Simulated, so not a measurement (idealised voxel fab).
process module | voxel double patterning
cross-section cut | 140 nm wide | cells 5 nm
A cross-section is a grid of square cells, given in bands from the top down. A band is one or more rows of cells.
Each band's line starts with the height of the band's top and of its bottom, in nm. Then come its materials from left to right, each with its width in nm. One material with "throughout" fills the band from edge to edge. "air" is empty space.
Height 0 is the level under which the wafer as received is all one material. The lowest band goes on downwards, as in "0 down".
A width such as "30 to 40" changes by the same amount from each row of cells to the next, from the band's top row to its bottom row.
"no change" after a step means that no cell of the cross-section changed.
closed voids: empty space of 8 cells or more with no open way to the top, each as width x height at its distance from the left edge, in nm
after a step's settings: what the simulator itself notes on the step
overlay nm, on a step with a mask: how far to the right of its planned place the mask lay; to the left if negative
plan
1 op RECEIVE | material Si
2 op CONFORMAL_DEP | material SiO2 | thk nm 5
3 op DIRECTIONAL_DEP | material W | thk nm 15
4 op DIRECTIONAL_DEP | material SiN | thk nm 5
5 op MASKED_ETCH | tone open | mask id FIRST | width nm 15 | pitch nm 50 | etch materials SiN | depth nm 5 | overlay nm 0
6 op MASKED_ETCH | tone open | mask id SECOND | width nm 15 | etch materials SiN | depth nm 5 | overlay nm 0
7 op DIRECTIONAL_ETCH | etch materials W | depth nm 15
8 op STRIP | etch materials SiN
as received, after step 1
  0 down: Si throughout
  closed voids: none
a wafer at the end: this start, this plan, one mistake
  20 to 5: W 35 | air 15 | W 5 | air 25 | W 5 | air 15 | W 40
  5 to 0: SiO2 throughout
  0 down: Si throughout
  closed voids: none
what went wrong: step 6 ran as: op MASKED_ETCH | tone open | mask id SECOND | width nm 25 | etch materials SiN | depth nm 5 | overlay nm 0
